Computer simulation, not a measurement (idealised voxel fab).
process module | voxel spacer lines
cross-section cut | 225 nm wide | cells 5 nm
A cross-section is a grid of square cells, given in bands from the top down. A band is one or more rows of cells.
Each band's line starts with the height of the band's top and of its bottom, in nm. Then come its materials from left to right, each with its width in nm. One material with "throughout" fills the band from edge to edge. "air" is empty space.
Height 0 is the level under which the wafer as received is all one material. The lowest band goes on downwards, as in "0 down".
A width such as "30 to 40" changes by the same amount from each row of cells to the next, from the band's top row to its bottom row.
"no change" after a step means that no cell of the cross-section changed.
closed voids: empty space of 8 cells or more with no open way to the top, each as width x height at its distance from the left edge, in nm
after a step's settings: what the simulator itself notes on the step
overlay nm, on a step with a mask: how far to the right of its planned place the mask lay; to the left if negative
plan
1 op RECEIVE | material Si
2 op CONFORMAL_DEP | material Al2O3 | thk nm 5
3 op DIRECTIONAL_DEP | material W | thk nm 10
4 op DIRECTIONAL_DEP | material aC | thk nm 30
5 op PATTERN | tone cover | mask id MANDREL | material resist | width nm 15 | pitch nm 70 | thk nm 40 | overlay nm 0
6 op DIRECTIONAL_ETCH | etch materials aC | depth nm 30
7 op STRIP | etch materials resist
8 op CONFORMAL_DEP | material SiO2 | thk nm 10
9 op DIRECTIONAL_ETCH | etch materials SiO2 | depth nm 10
10 op STRIP | etch materials aC
11 op DIRECTIONAL_ETCH | etch materials W | depth nm 10
12 op STRIP | etch materials SiO2
13 op FILL_DEP | material SiO2 | thk nm 5
14 op CMP | height nm 15
varied across the wafers: width nm of step 5. The plan shows the first wafer's value. All wafers start alike
first wafer as received, after step 1
  0 down: Si throughout
  closed voids: none
each wafer at the end: cells of each material gained (+) or lost (-) since it was received, then its closed voids
width nm 15 | +45 Al2O3 | +66 SiO2 | +24 W | closed voids: none
width nm 20 | +45 Al2O3 | +66 SiO2 | +24 W | closed voids: none
width nm 25 | +45 Al2O3 | +66 SiO2 | +24 W | closed voids: none
width nm 30 | +45 Al2O3 | +66 SiO2 | +24 W | closed voids: none
width nm 35 | +45 Al2O3 | +66 SiO2 | +24 W | closed voids: none
width nm 40 | +45 Al2O3 | +66 SiO2 | +24 W | closed voids: none
